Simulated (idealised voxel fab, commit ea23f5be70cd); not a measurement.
Process module under the name voxel capacitor over wiring
Section cut is 230 nm wide and gridded with 5 nm square cells.
In what follows, cross-sections appear as grids of square cells, described through bands that run from the top down, where every band is one or more rows of cells.
Band: top height; bottom height; in nm. Then, left to right: material with width in nm, for each material. "all across": a single material spanning edge to edge. "empty": empty space.
Heights are expressed relative to 0, this being the level below which the as-received wafer comprises one material exclusively. The lowest band is unbounded in the downward direction and is denoted as in "0 down".
Quick explanation for "30 to 40": the width changes in equal steps down the rows of cells, from the first number in the band's top row to the second number in its bottom row.
Any step labelled "left unchanged" changed none of the cells in the cross-section.
"Trapped cavities": empty spaces of 8 cells or more with no open way to the top, each given as width x height at distance, distance from the left edge, all in nm.
On each step's line, the part that comes after the settings is the simulator's own comment on the step.
The setting "overlay nm" may be written on the line of a step. When the step uses a mask, the value reports how far to the right of the planned place the mask lay, and a negative value reports that it lay to the left.
From here on the document is pairs. In a pair, the cross-section before one process step comes with the cross-section after it, and the latter goes no deeper than the lowest band that changed. What lies in between, the step and its settings, is written under the pair. A pair may be from a different run of this module on the same starting wafer than the pair above it, so it continues from that pair only where its entry headed "Pre-process" says so.
-- Pre-process
	0 down: Si all across
	Trapped cavities: none
-- Resultant Cross-Section
	10 to 0: SiO2 all across
	Whatever lies below 0 is exactly as it was before.
	Trapped cavities: none
Quick note on the step between the two cross-sections above: CONFORMAL_DEP, material SiO2, thk nm 10
Pre-process: refer to the pair immediately above; the cross-section shown after its step is the state before this one.
-- Resultant Cross-Section
	15 to 10: TiN all across
	Whatever lies below 10 is exactly as it was before.
	Trapped cavities: none
Quick note on the step between the two cross-sections above: DIRECTIONAL_DEP, material TiN, thk nm 5
Pre-process: refer to the pair immediately above; the cross-section shown after its step is the state before this one.
-- Resultant Cross-Section
	40 to 15: Ru all across
	Whatever lies below 15 is exactly as it was before.
	Trapped cavities: none
Quick note on the step between the two cross-sections above: DIRECTIONAL_DEP, material Ru, thk nm 25
Pre-process: refer to the pair immediately above; the cross-section shown after its step is the state before this one.
-- Resultant Cross-Section
	55 to 40: aC all across
	Whatever lies below 40 is exactly as it was before.
	Trapped cavities: none
Quick note on the step between the two cross-sections above: DIRECTIONAL_DEP, material aC, thk nm 15
Pre-process: refer to the pair immediately above; the cross-section shown after its step is the state before this one.
-- Resultant Cross-Section
	85 to 55: 55 empty; 25 resist; 65 empty; 25 resist; 60 empty
	Whatever lies below 55 is exactly as it was before.
	Trapped cavities: none
Quick note on the step between the two cross-sections above: PATTERN, tone cover, mask id METAL_1, material resist, width nm 25, pitch nm 90, thk nm 30, overlay nm 0
Pre-process: refer to the pair immediately above; the cross-section shown after its step is the state before this one.
-- Resultant Cross-Section
	70 to 55: 55 empty; 25 resist; 65 empty; 25 resist; 60 empty
	55 to 40: 55 empty; 25 aC; 65 empty; 25 aC; 60 empty
	Whatever lies below 40 is exactly as it was before.
	Trapped cavities: none
Quick note on the step between the two cross-sections above: DIRECTIONAL_ETCH, etch materials aC, depth nm 15
Pre-process: refer to the pair immediately above; the cross-section shown after its step is the state before this one.
-- Resultant Cross-Section
	55 to 40: 55 empty; 25 aC; 65 empty; 25 aC; 60 empty
	Whatever lies below 40 is exactly as it was before.
	Trapped cavities: none
Quick note on the step between the two cross-sections above: STRIP, etch materials resist
Pre-process: refer to the pair immediately above; the cross-section shown after its step is the state before this one.
-- Resultant Cross-Section
	55 to 40: 55 empty; 25 aC; 65 empty; 25 aC; 60 empty
	40 to 15: 55 empty; 25 Ru; 65 empty; 25 Ru; 60 empty
	Whatever lies below 15 is exactly as it was before.
	Trapped cavities: none
Quick note on the step between the two cross-sections above: DIRECTIONAL_ETCH, etch materials Ru, depth nm 25
Pre-process: refer to the pair immediately above; the cross-section shown after its step is the state before this one.
-- Resultant Cross-Section
	55 to 40: 55 empty; 25 aC; 65 empty; 25 aC; 60 empty
	40 to 15: 55 empty; 25 Ru; 65 empty; 25 Ru; 60 empty
	15 to 10: 55 empty; 25 TiN; 65 empty; 25 TiN; 60 empty
	Whatever lies below 10 is exactly as it was before.
	Trapped cavities: none
Quick note on the step between the two cross-sections above: DIRECTIONAL_ETCH, etch materials TiN, depth nm 5
Pre-process: refer to the pair immediately above; the cross-section shown after its step is the state before this one.
-- Resultant Cross-Section
	40 to 15: 55 empty; 25 Ru; 65 empty; 25 Ru; 60 empty
	Whatever lies below 15 is exactly as it was before.
	Trapped cavities: none
Quick note on the step between the two cross-sections above: STRIP, etch materials aC
Pre-process: refer to the pair immediately above; the cross-section shown after its step is the state before this one.
-- Resultant Cross-Section
	45 to 40: 50 empty; 35 SiCN; 55 empty; 35 SiCN; 55 empty
	40 to 15: 50 empty; 5 SiCN; 25 Ru; 5 SiCN; 55 empty; 5 SiCN; 25 Ru; 5 SiCN; 55 empty
	15 to 10: 55 SiCN; 25 TiN; 65 SiCN; 25 TiN; 60 SiCN
	Whatever lies below 10 is exactly as it was before.
	Trapped cavities: none
Quick note on the step between the two cross-sections above: CONFORMAL_DEP, material SiCN, thk nm 5
Pre-process: refer to the pair immediately above; the cross-section shown after its step is the state before this one.
-- Resultant Cross-Section
	55 to 45: SiO2 all across
	45 to 40: 50 SiO2; 35 SiCN; 55 SiO2; 35 SiCN; 55 SiO2
	40 to 15: 50 SiO2; 5 SiCN; 25 Ru; 5 SiCN; 55 SiO2; 5 SiCN; 25 Ru; 5 SiCN; 55 SiO2
	Whatever lies below 15 is exactly as it was before.
	Trapped cavities: none
Quick note on the step between the two cross-sections above: FILL_DEP, material SiO2, thk nm 10
Pre-process: refer to the pair immediately above; the cross-section shown after its step is the state before this one.
-- Resultant Cross-Section
	40 to 15: 50 SiO2; 5 SiCN; 25 Ru; 5 SiCN; 55 SiO2; 5 SiCN; 25 Ru; 5 SiCN; 55 SiO2
	Whatever lies below 15 is exactly as it was before.
	Trapped cavities: none
Quick note on the step between the two cross-sections above: CMP, height nm 40
Pre-process: refer to the pair immediately above; the cross-section shown after its step is the state before this one.
-- Resultant Cross-Section
	45 to 40: SiCN all across
	Whatever lies below 40 is exactly as it was before.
	Trapped cavities: none
Quick note on the step between the two cross-sections above: CONFORMAL_DEP, material SiCN, thk nm 5
Pre-process: refer to the pair immediately above; the cross-section shown after its step is the state before this one.
-- Resultant Cross-Section
	65 to 45: SiO2 all across
	Whatever lies below 45 is exactly as it was before.
	Trapped cavities: none
Quick note on the step between the two cross-sections above: DIRECTIONAL_DEP, material SiO2, thk nm 20
Pre-process: refer to the pair immediately above; the cross-section shown after its step is the state before this one.
-- Resultant Cross-Section
	80 to 65: 65 resist; 15 empty; 150 resist
	Whatever lies below 65 is exactly as it was before.
	Trapped cavities: none
Quick note on the step between the two cross-sections above: PATTERN, tone open, mask id PLUG_1, material resist, width nm 15, thk nm 15, overlay nm 0
Pre-process: refer to the pair immediately above; the cross-section shown after its step is the state before this one.
-- Resultant Cross-Section
	80 to 65: 65 resist; 15 empty; 150 resist
	65 to 45: 65 SiO2; 15 empty; 150 SiO2
	Whatever lies below 45 is exactly as it was before.
	Trapped cavities: none
Quick note on the step between the two cross-sections above: DIRECTIONAL_ETCH, etch materials SiO2, depth nm 20
Pre-process: refer to the pair immediately above; the cross-section shown after its step is the state before this one.
-- Resultant Cross-Section
	80 to 65: 65 resist; 15 empty; 150 resist
	65 to 45: 65 SiO2; 15 empty; 150 SiO2
	45 to 40: 65 SiCN; 15 empty; 150 SiCN
	Whatever lies below 40 is exactly as it was before.
	Trapped cavities: none
Quick note on the step between the two cross-sections above: DIRECTIONAL_ETCH, etch materials SiCN, depth nm 5
Pre-process: refer to the pair immediately above; the cross-section shown after its step is the state before this one.
-- Resultant Cross-Section
	65 to 45: 65 SiO2; 15 empty; 150 SiO2
	Whatever lies below 45 is exactly as it was before.
	Trapped cavities: none
Quick note on the step between the two cross-sections above: STRIP, etch materials resist
Pre-process: refer to the pair immediately above; the cross-section shown after its step is the state before this one.
-- Resultant Cross-Section
	70 to 65: 70 TiN; 5 empty; 155 TiN
	65 to 45: 65 SiO2; 5 TiN; 5 empty; 5 TiN; 150 SiO2
	45 to 40: 65 SiCN; 15 TiN; 150 SiCN
	Whatever lies below 40 is exactly as it was before.
	Trapped cavities: none
Quick note on the step between the two cross-sections above: CONFORMAL_DEP, material TiN, thk nm 5
Pre-process: refer to the pair immediately above; the cross-section shown after its step is the state before this one.
-- Resultant Cross-Section
	75 to 70: Ru all across
	70 to 65: 70 TiN; 5 Ru; 155 TiN
	65 to 45: 65 SiO2; 5 TiN; 5 Ru; 5 TiN; 150 SiO2
	Whatever lies below 45 is exactly as it was before.
	Trapped cavities: none
Quick note on the step between the two cross-sections above: FILL_DEP, material Ru, thk nm 5
Pre-process: refer to the pair immediately above; the cross-section shown after its step is the state before this one.
-- Resultant Cross-Section
	65 to 45: 65 SiO2; 5 TiN; 5 Ru; 5 TiN; 150 SiO2
	Whatever lies below 45 is exactly as it was before.
	Trapped cavities: none
Quick note on the step between the two cross-sections above: CMP, height nm 65
Pre-process: refer to the pair immediately above; the cross-section shown after its step is the state before this one.
-- Resultant Cross-Section
	70 to 65: TiN all across
	Whatever lies below 65 is exactly as it was before.
	Trapped cavities: none
Quick note on the step between the two cross-sections above: DIRECTIONAL_DEP, material TiN, thk nm 5
Pre-process: refer to the pair immediately above; the cross-section shown after its step is the state before this one.
-- Resultant Cross-Section
	75 to 70: HfO2 all across
	Whatever lies below 70 is exactly as it was before.
	Trapped cavities: none
Quick note on the step between the two cross-sections above: DIRECTIONAL_DEP, material HfO2, thk nm 5
Pre-process: refer to the pair immediately above; the cross-section shown after its step is the state before this one.
-- Resultant Cross-Section
	80 to 75: TiN all across
	Whatever lies below 75 is exactly as it was before.
	Trapped cavities: none
Quick note on the step between the two cross-sections above: DIRECTIONAL_DEP, material TiN, thk nm 5
Pre-process: refer to the pair immediately above; the cross-section shown after its step is the state before this one.
-- Resultant Cross-Section
	90 to 80: aC all across
	Whatever lies below 80 is exactly as it was before.
	Trapped cavities: none
Quick note on the step between the two cross-sections above: DIRECTIONAL_DEP, material aC, thk nm 10
Pre-process: refer to the pair immediately above; the cross-section shown after its step is the state before this one.
-- Resultant Cross-Section
	115 to 90: 65 empty; 70 resist; 95 empty
	Whatever lies below 90 is exactly as it was before.
	Trapped cavities: none
Quick note on the step between the two cross-sections above: PATTERN, tone cover, mask id UPPER_PLATE, material resist, width nm 70, thk nm 25, overlay nm 0
Pre-process: refer to the pair immediately above; the cross-section shown after its step is the state before this one.
-- Resultant Cross-Section
	105 to 90: 65 empty; 70 resist; 95 empty
	90 to 80: 65 empty; 70 aC; 95 empty
	Whatever lies below 80 is exactly as it was before.
	Trapped cavities: none
Quick note on the step between the two cross-sections above: DIRECTIONAL_ETCH, etch materials aC, depth nm 10
Pre-process: refer to the pair immediately above; the cross-section shown after its step is the state before this one.
-- Resultant Cross-Section
	90 to 80: 65 empty; 70 aC; 95 empty
	Whatever lies below 80 is exactly as it was before.
	Trapped cavities: none
Quick note on the step between the two cross-sections above: STRIP, etch materials resist
Pre-process: refer to the pair immediately above; the cross-section shown after its step is the state before this one.
-- Resultant Cross-Section
	90 to 80: 65 empty; 70 aC; 95 empty
	80 to 75: 65 empty; 70 TiN; 95 empty
	Whatever lies below 75 is exactly as it was before.
	Trapped cavities: none
Quick note on the step between the two cross-sections above: DIRECTIONAL_ETCH, etch materials TiN, depth nm 5
Pre-process: refer to the pair immediately above; the cross-section shown after its step is the state before this one.
-- Resultant Cross-Section
	90 to 80: 65 empty; 70 aC; 95 empty
	80 to 75: 65 empty; 70 TiN; 95 empty
	75 to 70: 65 empty; 70 HfO2; 95 empty
	Whatever lies below 70 is exactly as it was before.
	Trapped cavities: none
Quick note on the step between the two cross-sections above: DIRECTIONAL_ETCH, etch materials HfO2, depth nm 5
Pre-process: refer to the pair immediately above; the cross-section shown after its step is the state before this one.
-- Resultant Cross-Section
	80 to 75: 65 empty; 70 TiN; 95 empty
	Whatever lies below 75 is exactly as it was before.
	Trapped cavities: none
Quick note on the step between the two cross-sections above: STRIP, etch materials aC
Pre-process: refer to the pair immediately above; the cross-section shown after its step is the state before this one.
-- Resultant Cross-Section
	90 to 80: 65 empty; 70 aC; 95 empty
	80 to 75: 65 aC; 70 TiN; 95 aC
	75 to 70: 65 aC; 70 HfO2; 95 aC
	Whatever lies below 70 is exactly as it was before.
	Trapped cavities: none
Quick note on the step between the two cross-sections above: DIRECTIONAL_DEP, material aC, thk nm 10
Pre-process: refer to the pair immediately above; the cross-section shown after its step is the state before this one.
-- Resultant Cross-Section
	120 to 90: 60 empty; 80 resist; 90 empty
	90 to 80: 60 empty; 5 resist; 70 aC; 5 resist; 90 empty
	Whatever lies below 80 is exactly as it was before.
	Trapped cavities: none
Quick note on the step between the two cross-sections above: PATTERN, tone cover, mask id LOWER_PLATE, material resist, width nm 80, thk nm 30, overlay nm 0
Pre-process: refer to the pair immediately above; the cross-section shown after its step is the state before this one.
-- Resultant Cross-Section
	110 to 90: 60 empty; 80 resist; 90 empty
	90 to 80: 60 empty; 5 resist; 70 aC; 5 resist; 90 empty
	80 to 75: 60 empty; 5 aC; 70 TiN; 5 aC; 90 empty
	75 to 70: 60 empty; 5 aC; 70 HfO2; 5 aC; 90 empty
	Whatever lies below 70 is exactly as it was before.
	Trapped cavities: none
Quick note on the step between the two cross-sections above: DIRECTIONAL_ETCH, etch materials aC, depth nm 10
Pre-process: refer to the pair immediately above; the cross-section shown after its step is the state before this one.
-- Resultant Cross-Section
	90 to 80: 65 empty; 70 aC; 95 empty
	Whatever lies below 80 is exactly as it was before.
	Trapped cavities: none
Quick note on the step between the two cross-sections above: STRIP, etch materials resist
Pre-process: refer to the pair immediately above; the cross-section shown after its step is the state before this one.
-- Resultant Cross-Section
	90 to 80: 65 empty; 70 aC; 95 empty
	80 to 75: 60 empty; 5 aC; 70 TiN; 5 aC; 90 empty
	75 to 70: 60 empty; 5 aC; 70 HfO2; 5 aC; 90 empty
	70 to 65: 60 empty; 80 TiN; 90 empty
	Whatever lies below 65 is exactly as it was before.
	Trapped cavities: none
Quick note on the step between the two cross-sections above: DIRECTIONAL_ETCH, etch materials TiN, depth nm 5
Pre-process: refer to the pair immediately above; the cross-section shown after its step is the state before this one.
-- Resultant Cross-Section
	80 to 75: 65 empty; 70 TiN; 95 empty
	75 to 70: 65 empty; 70 HfO2; 95 empty
	Whatever lies below 70 is exactly as it was before.
	Trapped cavities: none
Quick note on the step between the two cross-sections above: STRIP, etch materials aC
Pre-process: refer to the pair immediately above; the cross-section shown after its step is the state before this one.
-- Resultant Cross-Section
	95 to 80: SiO2 all across
	80 to 75: 65 SiO2; 70 TiN; 95 SiO2
	75 to 70: 65 SiO2; 70 HfO2; 95 SiO2
	70 to 65: 60 SiO2; 80 TiN; 90 SiO2
	Whatever lies below 65 is exactly as it was before.
	Trapped cavities: none
Quick note on the step between the two cross-sections above: FILL_DEP, material SiO2, thk nm 15
Pre-process: refer to the pair immediately above; the cross-section shown after its step is the state before this one.
-- Resultant Cross-Section
	90 to 80: SiO2 all across
	Whatever lies below 80 is exactly as it was before.
	Trapped cavities: none
Quick note on the step between the two cross-sections above: CMP, height nm 90
Pre-process: refer to the pair immediately above; the cross-section shown after its step is the state before this one.
-- Resultant Cross-Section
	110 to 90: 75 resist; 15 empty; 140 resist
	Whatever lies below 90 is exactly as it was before.
	Trapped cavities: none
Quick note on the step between the two cross-sections above: PATTERN, tone open, mask id PLUG_2, material resist, width nm 15, thk nm 20, overlay nm 0
Pre-process: refer to the pair immediately above; the cross-section shown after its step is the state before this one.
-- Resultant Cross-Section
	110 to 90: 75 resist; 15 empty; 140 resist
	90 to 80: 75 SiO2; 15 empty; 140 SiO2
	Whatever lies below 80 is exactly as it was before.
	Trapped cavities: none
Quick note on the step between the two cross-sections above: DIRECTIONAL_ETCH, etch materials SiO2, depth nm 10
Pre-process: refer to the pair immediately above; the cross-section shown after its step is the state before this one.
-- Resultant Cross-Section
	90 to 80: 75 SiO2; 15 empty; 140 SiO2
	Whatever lies below 80 is exactly as it was before.
	Trapped cavities: none
Quick note on the step between the two cross-sections above: STRIP, etch materials resist
Pre-process: refer to the pair immediately above; the cross-section shown after its step is the state before this one.
-- Resultant Cross-Section
	95 to 90: 80 TiN; 5 empty; 145 TiN
	90 to 85: 75 SiO2; 5 TiN; 5 empty; 5 TiN; 140 SiO2
	85 to 75: 75 to 65 SiO2; 15 to 70 TiN; 140 to 95 SiO2
	Whatever lies below 75 is exactly as it was before.
	Trapped cavities: none
Quick note on the step between the two cross-sections above: CONFORMAL_DEP, material TiN, thk nm 5
Pre-process: refer to the pair immediately above; the cross-section shown after its step is the state before this one.
-- Resultant Cross-Section
	105 to 95: W all across
	95 to 90: 80 TiN; 5 W; 145 TiN
	90 to 85: 75 SiO2; 5 TiN; 5 W; 5 TiN; 140 SiO2
	Whatever lies below 85 is exactly as it was before.
	Trapped cavities: none
Quick note on the step between the two cross-sections above: FILL_DEP, material W, thk nm 10
Pre-process: refer to the pair immediately above; the cross-section shown after its step is the state before this one.
-- Resultant Cross-Section
	90 to 85: 75 SiO2; 5 TiN; 5 W; 5 TiN; 140 SiO2
	Whatever lies below 85 is exactly as it was before.
	Trapped cavities: none
Quick note on the step between the two cross-sections above: CMP, height nm 90
Pre-process: refer to the pair immediately above; the cross-section shown after its step is the state before this one.
-- Resultant Cross-Section
	95 to 90: SiN all across
	Whatever lies below 90 is exactly as it was before.
	Trapped cavities: none
Quick note on the step between the two cross-sections above: CONFORMAL_DEP, material SiN, thk nm 5
-- Pre-process
	70 to 65: TiN all across
	65 to 45: 65 SiO2; 5 TiN; 5 Ru; 5 TiN; 150 SiO2
	45 to 40: 65 SiCN; 15 TiN; 150 SiCN
	40 to 15: 50 SiO2; 5 SiCN; 25 Ru; 5 SiCN; 55 SiO2; 5 SiCN; 25 Ru; 5 SiCN; 55 SiO2
	15 to 10: 55 SiCN; 25 TiN; 65 SiCN; 25 TiN; 60 SiCN
	10 to 0: SiO2 all across
	0 down: Si all across
	Trapped cavities: none
-- Resultant Cross-Section
	75 to 65: TiN all across
	Whatever lies below 65 is exactly as it was before.
	Trapped cavities: none
Quick note on the step between the two cross-sections above: DIRECTIONAL_DEP, material TiN, thk nm 5
Pre-process: refer to the pair immediately above; the cross-section shown after its step is the state before this one.
-- Resultant Cross-Section
	85 to 75: aC all across
	Whatever lies below 75 is exactly as it was before.
	Trapped cavities: none
Quick note on the step between the two cross-sections above: DIRECTIONAL_DEP, material aC, thk nm 10
Pre-process: refer to the pair immediately above; the cross-section shown after its step is the state before this one.
-- Resultant Cross-Section
	110 to 85: 65 empty; 70 resist; 95 empty
	Whatever lies below 85 is exactly as it was before.
	Trapped cavities: none
Quick note on the step between the two cross-sections above: PATTERN, tone cover, mask id UPPER_PLATE, material resist, width nm 70, thk nm 25, overlay nm 0
Pre-process: refer to the pair immediately above; the cross-section shown after its step is the state before this one.
-- Resultant Cross-Section
	100 to 85: 65 empty; 70 resist; 95 empty
	85 to 75: 65 empty; 70 aC; 95 empty
	Whatever lies below 75 is exactly as it was before.
	Trapped cavities: none
Quick note on the step between the two cross-sections above: DIRECTIONAL_ETCH, etch materials aC, depth nm 10
Pre-process: refer to the pair immediately above; the cross-section shown after its step is the state before this one.
-- Resultant Cross-Section
	85 to 75: 65 empty; 70 aC; 95 empty
	Whatever lies below 75 is exactly as it was before.
	Trapped cavities: none
Quick note on the step between the two cross-sections above: STRIP, etch materials resist
Pre-process: refer to the pair immediately above; the cross-section shown after its step is the state before this one.
-- Resultant Cross-Section
	85 to 75: 65 empty; 70 aC; 95 empty
	75 to 70: 65 empty; 70 TiN; 95 empty
	Whatever lies below 70 is exactly as it was before.
	Trapped cavities: none
Quick note on the step between the two cross-sections above: DIRECTIONAL_ETCH, etch materials TiN, depth nm 5
Pre-process: refer to the pair immediately above; the cross-section shown after its step is the state before this one.
-- Resultant Cross-Section
	75 to 70: 65 empty; 70 TiN; 95 empty
	Whatever lies below 70 is exactly as it was before.
	Trapped cavities: none
Quick note on the step between the two cross-sections above: STRIP, etch materials aC
Pre-process: refer to the pair immediately above; the cross-section shown after its step is the state before this one.
-- Resultant Cross-Section
	85 to 80: 65 empty; 70 aC; 95 empty
	80 to 75: aC all across
	75 to 70: 65 aC; 70 TiN; 95 aC
	Whatever lies below 70 is exactly as it was before.
	Trapped cavities: none
Quick note on the step between the two cross-sections above: DIRECTIONAL_DEP, material aC, thk nm 10
Pre-process: refer to the pair immediately above; the cross-section shown after its step is the state before this one.
-- Resultant Cross-Section
	115 to 85: 60 empty; 80 resist; 90 empty
	85 to 80: 60 empty; 5 resist; 70 aC; 5 resist; 90 empty
	Whatever lies below 80 is exactly as it was before.
	Trapped cavities: none
Quick note on the step between the two cross-sections above: PATTERN, tone cover, mask id LOWER_PLATE, material resist, width nm 80, thk nm 30, overlay nm 0
Pre-process: refer to the pair immediately above; the cross-section shown after its step is the state before this one.
-- Resultant Cross-Section
	105 to 85: 60 empty; 80 resist; 90 empty
	85 to 80: 60 empty; 5 resist; 70 aC; 5 resist; 90 empty
	80 to 75: 60 empty; 80 aC; 90 empty
	75 to 70: 60 empty; 5 aC; 70 TiN; 5 aC; 90 empty
	Whatever lies below 70 is exactly as it was before.
	Trapped cavities: none
Quick note on the step between the two cross-sections above: DIRECTIONAL_ETCH, etch materials aC, depth nm 10
Pre-process: refer to the pair immediately above; the cross-section shown after its step is the state before this one.
-- Resultant Cross-Section
	85 to 75: 65 to 60 empty; 70 to 80 aC; 95 to 90 empty
	Whatever lies below 75 is exactly as it was before.
	Trapped cavities: none
Quick note on the step between the two cross-sections above: STRIP, etch materials resist
Pre-process: refer to the pair immediately above; the cross-section shown after its step is the state before this one.
-- Resultant Cross-Section
	85 to 75: 65 to 60 empty; 70 to 80 aC; 95 to 90 empty
	75 to 70: 60 empty; 5 aC; 70 TiN; 5 aC; 90 empty
	70 to 65: 60 empty; 80 TiN; 90 empty
	Whatever lies below 65 is exactly as it was before.
	Trapped cavities: none
Quick note on the step between the two cross-sections above: DIRECTIONAL_ETCH, etch materials TiN, depth nm 5
Pre-process: refer to the pair immediately above; the cross-section shown after its step is the state before this one.
-- Resultant Cross-Section
	75 to 65: 65 to 60 empty; 70 to 80 TiN; 95 to 90 empty
	Whatever lies below 65 is exactly as it was before.
	Trapped cavities: none
Quick note on the step between the two cross-sections above: STRIP, etch materials aC
Pre-process: refer to the pair immediately above; the cross-section shown after its step is the state before this one.
-- Resultant Cross-Section
	90 to 75: SiO2 all across
	75 to 65: 65 to 60 SiO2; 70 to 80 TiN; 95 to 90 SiO2
	Whatever lies below 65 is exactly as it was before.
	Trapped cavities: none
Quick note on the step between the two cross-sections above: FILL_DEP, material SiO2, thk nm 15
Pre-process: refer to the pair immediately above; the cross-section shown after its step is the state before this one.
-- Resultant Cross-Section
	110 to 90: 75 resist; 15 empty; 140 resist
	Whatever lies below 90 is exactly as it was before.
	Trapped cavities: none
Quick note on the step between the two cross-sections above: PATTERN, tone open, mask id PLUG_2, material resist, width nm 15, thk nm 20, overlay nm 0
Pre-process: refer to the pair immediately above; the cross-section shown after its step is the state before this one.
-- Resultant Cross-Section
	110 to 90: 75 resist; 15 empty; 140 resist
	90 to 80: 75 SiO2; 15 empty; 140 SiO2
	Whatever lies below 80 is exactly as it was before.
	Trapped cavities: none
Quick note on the step between the two cross-sections above: DIRECTIONAL_ETCH, etch materials SiO2, depth nm 10
Pre-process: refer to the pair immediately above; the cross-section shown after its step is the state before this one.
-- Resultant Cross-Section
	90 to 80: 75 SiO2; 15 empty; 140 SiO2
	Whatever lies below 80 is exactly as it was before.
	Trapped cavities: none
Quick note on the step between the two cross-sections above: STRIP, etch materials resist
Pre-process: refer to the pair immediately above; the cross-section shown after its step is the state before this one.
-- Resultant Cross-Section
	95 to 90: 80 TiN; 5 empty; 145 TiN
	90 to 85: 75 SiO2; 5 TiN; 5 empty; 5 TiN; 140 SiO2
	85 to 80: 75 SiO2; 15 TiN; 140 SiO2
	Whatever lies below 80 is exactly as it was before.
	Trapped cavities: none
Quick note on the step between the two cross-sections above: CONFORMAL_DEP, material TiN, thk nm 5
Pre-process: refer to the pair immediately above; the cross-section shown after its step is the state before this one.
-- Resultant Cross-Section
	105 to 95: W all across
	95 to 90: 80 TiN; 5 W; 145 TiN
	90 to 85: 75 SiO2; 5 TiN; 5 W; 5 TiN; 140 SiO2
	Whatever lies below 85 is exactly as it was before.
	Trapped cavities: none
Quick note on the step between the two cross-sections above: FILL_DEP, material W, thk nm 10
Pre-process: refer to the pair immediately above; the cross-section shown after its step is the state before this one.
-- Resultant Cross-Section
	90 to 85: 75 SiO2; 5 TiN; 5 W; 5 TiN; 140 SiO2
	Whatever lies below 85 is exactly as it was before.
	Trapped cavities: none
Quick note on the step between the two cross-sections above: CMP, height nm 90
Pre-process: refer to the pair immediately above; the cross-section shown after its step is the state before this one.
-- Resultant Cross-Section
	95 to 90: SiN all across
	Whatever lies below 90 is exactly as it was before.
	Trapped cavities: none
Quick note on the step between the two cross-sections above: CONFORMAL_DEP, material SiN, thk nm 5
-- Pre-process
	65 to 45: 65 SiO2; 5 TiN; 5 Ru; 5 TiN; 150 SiO2
	45 to 40: 65 SiCN; 15 TiN; 150 SiCN
	40 to 15: 50 SiO2; 5 SiCN; 25 Ru; 5 SiCN; 55 SiO2; 5 SiCN; 25 Ru; 5 SiCN; 55 SiO2
	15 to 10: 55 SiCN; 25 TiN; 65 SiCN; 25 TiN; 60 SiCN
	10 to 0: SiO2 all across
	0 down: Si all across
	Trapped cavities: none
-- Resultant Cross-Section
	70 to 65: HfO2 all across
	Whatever lies below 65 is exactly as it was before.
	Trapped cavities: none
Quick note on the step between the two cross-sections above: DIRECTIONAL_DEP, material HfO2, thk nm 5
Pre-process: refer to the pair immediately above; the cross-section shown after its step is the state before this one.
-- Resultant Cross-Section
	75 to 70: TiN all across
	Whatever lies below 70 is exactly as it was before.
	Trapped cavities: none
Quick note on the step between the two cross-sections above: DIRECTIONAL_DEP, material TiN, thk nm 5
Pre-process: refer to the pair immediately above; the cross-section shown after its step is the state before this one.
-- Resultant Cross-Section
	80 to 70: TiN all across
	Whatever lies below 70 is exactly as it was before.
	Trapped cavities: none
Quick note on the step between the two cross-sections above: DIRECTIONAL_DEP, material TiN, thk nm 5
Pre-process: refer to the pair immediately above; the cross-section shown after its step is the state before this one.
-- Resultant Cross-Section
	90 to 80: aC all across
	Whatever lies below 80 is exactly as it was before.
	Trapped cavities: none
Quick note on the step between the two cross-sections above: DIRECTIONAL_DEP, material aC, thk nm 10
Pre-process: refer to the pair immediately above; the cross-section shown after its step is the state before this one.
-- Resultant Cross-Section
	115 to 90: 65 empty; 70 resist; 95 empty
	Whatever lies below 90 is exactly as it was before.
	Trapped cavities: none
Quick note on the step between the two cross-sections above: PATTERN, tone cover, mask id UPPER_PLATE, material resist, width nm 70, thk nm 25, overlay nm 0
Pre-process: refer to the pair immediately above; the cross-section shown after its step is the state before this one.
-- Resultant Cross-Section
	105 to 90: 65 empty; 70 resist; 95 empty
	90 to 80: 65 empty; 70 aC; 95 empty
	Whatever lies below 80 is exactly as it was before.
	Trapped cavities: none
Quick note on the step between the two cross-sections above: DIRECTIONAL_ETCH, etch materials aC, depth nm 10
Pre-process: refer to the pair immediately above; the cross-section shown after its step is the state before this one.
-- Resultant Cross-Section
	90 to 80: 65 empty; 70 aC; 95 empty
	Whatever lies below 80 is exactly as it was before.
	Trapped cavities: none
Quick note on the step between the two cross-sections above: STRIP, etch materials resist
Pre-process: refer to the pair immediately above; the cross-section shown after its step is the state before this one.
-- Resultant Cross-Section
	90 to 80: 65 empty; 70 aC; 95 empty
	80 to 75: 65 empty; 70 TiN; 95 empty
	Whatever lies below 75 is exactly as it was before.
	Trapped cavities: none
Quick note on the step between the two cross-sections above: DIRECTIONAL_ETCH, etch materials TiN, depth nm 5
Pre-process: refer to the pair immediately above; the cross-section shown after its step is the state before this one.
-- Resultant Cross-Section
	80 to 75: 65 empty; 70 TiN; 95 empty
	Whatever lies below 75 is exactly as it was before.
	Trapped cavities: none
Quick note on the step between the two cross-sections above: STRIP, etch materials aC
Pre-process: refer to the pair immediately above; the cross-section shown after its step is the state before this one.
-- Resultant Cross-Section
	90 to 85: 65 empty; 70 aC; 95 empty
	85 to 80: aC all across
	80 to 75: 65 aC; 70 TiN; 95 aC
	Whatever lies below 75 is exactly as it was before.
	Trapped cavities: none
Quick note on the step between the two cross-sections above: DIRECTIONAL_DEP, material aC, thk nm 10
Pre-process: refer to the pair immediately above; the cross-section shown after its step is the state before this one.
-- Resultant Cross-Section
	120 to 90: 60 empty; 80 resist; 90 empty
	90 to 85: 60 empty; 5 resist; 70 aC; 5 resist; 90 empty
	Whatever lies below 85 is exactly as it was before.
	Trapped cavities: none
Quick note on the step between the two cross-sections above: PATTERN, tone cover, mask id LOWER_PLATE, material resist, width nm 80, thk nm 30, overlay nm 0
Pre-process: refer to the pair immediately above; the cross-section shown after its step is the state before this one.
-- Resultant Cross-Section
	110 to 90: 60 empty; 80 resist; 90 empty
	90 to 85: 60 empty; 5 resist; 70 aC; 5 resist; 90 empty
	85 to 80: 60 empty; 80 aC; 90 empty
	80 to 75: 60 empty; 5 aC; 70 TiN; 5 aC; 90 empty
	Whatever lies below 75 is exactly as it was before.
	Trapped cavities: none
Quick note on the step between the two cross-sections above: DIRECTIONAL_ETCH, etch materials aC, depth nm 10
Pre-process: refer to the pair immediately above; the cross-section shown after its step is the state before this one.
-- Resultant Cross-Section
	90 to 80: 65 to 60 empty; 70 to 80 aC; 95 to 90 empty
	Whatever lies below 80 is exactly as it was before.
	Trapped cavities: none
Quick note on the step between the two cross-sections above: STRIP, etch materials resist
Pre-process: refer to the pair immediately above; the cross-section shown after its step is the state before this one.
-- Resultant Cross-Section
	90 to 80: 65 to 60 empty; 70 to 80 aC; 95 to 90 empty
	80 to 75: 60 empty; 5 aC; 70 TiN; 5 aC; 90 empty
	75 to 70: 60 empty; 80 TiN; 90 empty
	Whatever lies below 70 is exactly as it was before.
	Trapped cavities: none
Quick note on the step between the two cross-sections above: DIRECTIONAL_ETCH, etch materials TiN, depth nm 5
